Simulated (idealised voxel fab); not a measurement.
process module | voxel self aligned contacts
cross-section cut | 195 nm wide | cells 5 nm
A cross-section is a grid of square cells, given in bands from the top down. A band is one or more rows of cells.
Each band's line starts with the height of the band's top and of its bottom, in nm. Then come its materials from left to right, each with its width in nm. One material with "throughout" fills the band from edge to edge. "air" is empty space.
Height 0 is the level under which the wafer as received is all one material. The lowest band goes on downwards, as in "0 down".
A width such as "30 to 40" changes by the same amount from each row of cells to the next, from the band's top row to its bottom row.
"no change" after a step means that no cell of the cross-section changed.
closed voids: empty space of 8 cells or more with no open way to the top, each as width x height at its distance from the left edge, in nm
after a step's settings: what the simulator itself notes on the step
overlay nm, on a step with a mask: how far to the right of its planned place the mask lay; to the left if negative
plan
1 op RECEIVE | material Si
2 op OXIDIZE | depth nm 5
3 op DIRECTIONAL_DEP | material polySi | thk nm 30
4 op DIRECTIONAL_DEP | material SiN | thk nm 25
5 op PATTERN | tone cover | mask id GATE | material resist | width nm 20 | pitch nm 75 | thk nm 15 | overlay nm 0
6 op DIRECTIONAL_ETCH | etch materials SiN | depth nm 25
7 op DIRECTIONAL_ETCH | etch materials polySi | depth nm 30
8 op STRIP | etch materials resist
9 op CONFORMAL_DEP | material SiN | thk nm 10
10 op DIRECTIONAL_ETCH | etch materials SiN | depth nm 10
11 op FILL_DEP | material SiO2 | thk nm 20
12 op CMP | height nm 65
13 op MASKED_ETCH | tone open | mask id CONTACT | width nm 55 | etch materials SiO2 | depth nm 70 | overlay nm 0
14 op CONFORMAL_DEP | material TiN | thk nm 5
15 op FILL_DEP | material W | thk nm 5
16 op CMP | height nm 65
17 op CONFORMAL_DEP | material SiCN | thk nm 5
varied across the wafers: width nm of step 5. The plan shows the first wafer's value. All wafers start alike
first wafer as received, after step 1
  0 down: Si throughout
  closed voids: none
each wafer at the end: cells of each material gained (+) or lost (-) since it was received, then its closed voids
width nm 20 | -39 Si | +39 SiCN | +128 SiN | +264 SiO2 | +37 TiN | +69 W | +48 polySi | closed voids: none
width nm 25 | -39 Si | +39 SiCN | +138 SiN | +254 SiO2 | +37 TiN | +57 W | +60 polySi | closed voids: none
width nm 30 | -39 Si | +39 SiCN | +148 SiN | +244 SiO2 | +37 TiN | +45 W | +72 polySi | closed voids: none
width nm 35 | -39 Si | +39 SiCN | +158 SiN | +234 SiO2 | +37 TiN | +33 W | +84 polySi | closed voids: none
width nm 40 | -39 Si | +39 SiCN | +168 SiN | +224 SiO2 | +37 TiN | +21 W | +96 polySi | closed voids: none
width nm 45 | -39 Si | +39 SiCN | +178 SiN | +214 SiO2 | +37 TiN | +9 W | +108 polySi | closed voids: none
